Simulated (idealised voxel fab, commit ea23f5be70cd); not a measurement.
Documented hereafter: the process module known as voxel self aligned contacts.
We display cut, a cross-section 280 nm in width whose square cells are each 5 nm.
Think of the cross-section as a grid of square cells. We describe it in bands, top to bottom, and each band covers one or more rows of those cells. Band: top height; bottom height; in nm. Then, left to right: material with width in nm, for each material. "throughout": a single material spanning edge to edge. "blank": empty space. All heights in this document are referenced to 0, defined as the level beneath which the wafer, as received, consists entirely of one material. The lowest band is not bounded below; it extends indefinitely downward and is written in the form "z 0 and below". You'd read "30 to 40" like this: the band's top row of cells is as wide as the first number, its bottom row is as wide as the second, and going down, every row changes width by the same amount as the row before did. Where a step carries "no modifications", the cross-section came out of it unchanged, cell for cell. If an empty space has no open way to the top and is at least 8 cells in size, "Encapsulated voids" lists it, written width x height at distance, where distance is measured from the left edge and every value is in nm. Step line, after settings: the simulator's comment on this step. overlay nm: right-of-plan distance of the mask on a masked step; negative values mean left-of-plan.
### The process steps that were planned are listed below
1: RECEIVE,material Si
2: OXIDIZE,depth nm 5
3: DIRECTIONAL_DEP,material polySi,thk nm 20
4: DIRECTIONAL_DEP,material SiN,thk nm 25
5: DIRECTIONAL_DEP,material aC,thk nm 10
6: PATTERN,tone cover,mask id GATE,material resist,width nm 30,pitch nm 75,thk nm 25,overlay nm 0
7: DIRECTIONAL_ETCH,etch materials aC,depth nm 10
8: STRIP,etch materials resist
9: DIRECTIONAL_ETCH,etch materials SiN,depth nm 25
10: DIRECTIONAL_ETCH,etch materials polySi,depth nm 20
11: STRIP,etch materials aC
12: CONFORMAL_DEP,material SiN,thk nm 10
13: DIRECTIONAL_ETCH,etch materials SiN,depth nm 10
14: FILL_DEP,material SiO2,thk nm 15
15: CMP,height nm 55
16: PATTERN,tone open,mask id CONTACT,material resist,width nm 55,thk nm 15,overlay nm 0
17: DIRECTIONAL_ETCH,etch materials SiO2,depth nm 60
18: STRIP,etch materials resist
19: CONFORMAL_DEP,material TiN,thk nm 5
20: FILL_DEP,material W,thk nm 10
21: CMP,height nm 55
22: CONFORMAL_DEP,material SiCN,thk nm 5
### Cross-section of the wafer upon arrival, representing the state reached after step 1
> z 0 and below = Si throughout
> Encapsulated voids: none
### As-planned run: cross-section of the first of two wafers at end of module
> z 60 to 55 = SiCN throughout
> z 55 to 45 = SiO2 110 nm; TiN 5 to 20 nm; W 45 to 15 nm; TiN 5 to 20 nm; SiO2 115 nm
> z 45 to 20 = SiO2 75 nm; SiN 50 nm; TiN 5 nm; W 15 nm; TiN 5 nm; SiN 50 nm; SiO2 80 nm
> z 20 to 0 = SiO2 75 nm; SiN 10 nm; polySi 30 nm; SiN 10 nm; TiN 5 nm; W 15 nm; TiN 5 nm; SiN 10 nm; polySi 30 nm; SiN 10 nm; SiO2 80 nm
> z 0 to -5 = SiO2 125 nm; TiN 25 nm; SiO2 130 nm
> z -5 and below = Si throughout
> Encapsulated voids: none
### Presented here is a cross-section of the second of the two wafers as it stood at the end of the module. It was started in the same manner and assigned the same plan as the first wafer; however, one mistake was made in its execution
> z 60 to 55 = SiCN throughout
> z 55 to 45 = SiO2 110 nm; TiN 5 to 20 nm; W 45 to 15 nm; TiN 5 to 20 nm; SiO2 115 nm
> z 45 to 20 = SiO2 75 nm; SiN 50 nm; TiN 5 nm; W 15 nm; TiN 5 nm; SiN 50 nm; SiO2 80 nm
> z 20 to 15 = SiO2 125 nm; TiN 25 nm; SiO2 130 nm
> z 15 to 0 = polySi throughout
> z 0 and below = Si throughout
> Encapsulated voids: none
What broke from the plan during processing? steps 2 and 3 of the plan were run in the wrong order, each in the other's place
Materials where the second wafer ends with more or fewer cells than the first: +56 Si; -32 SiN; -124 SiO2; -8 TiN; -12 W; +120 polySi
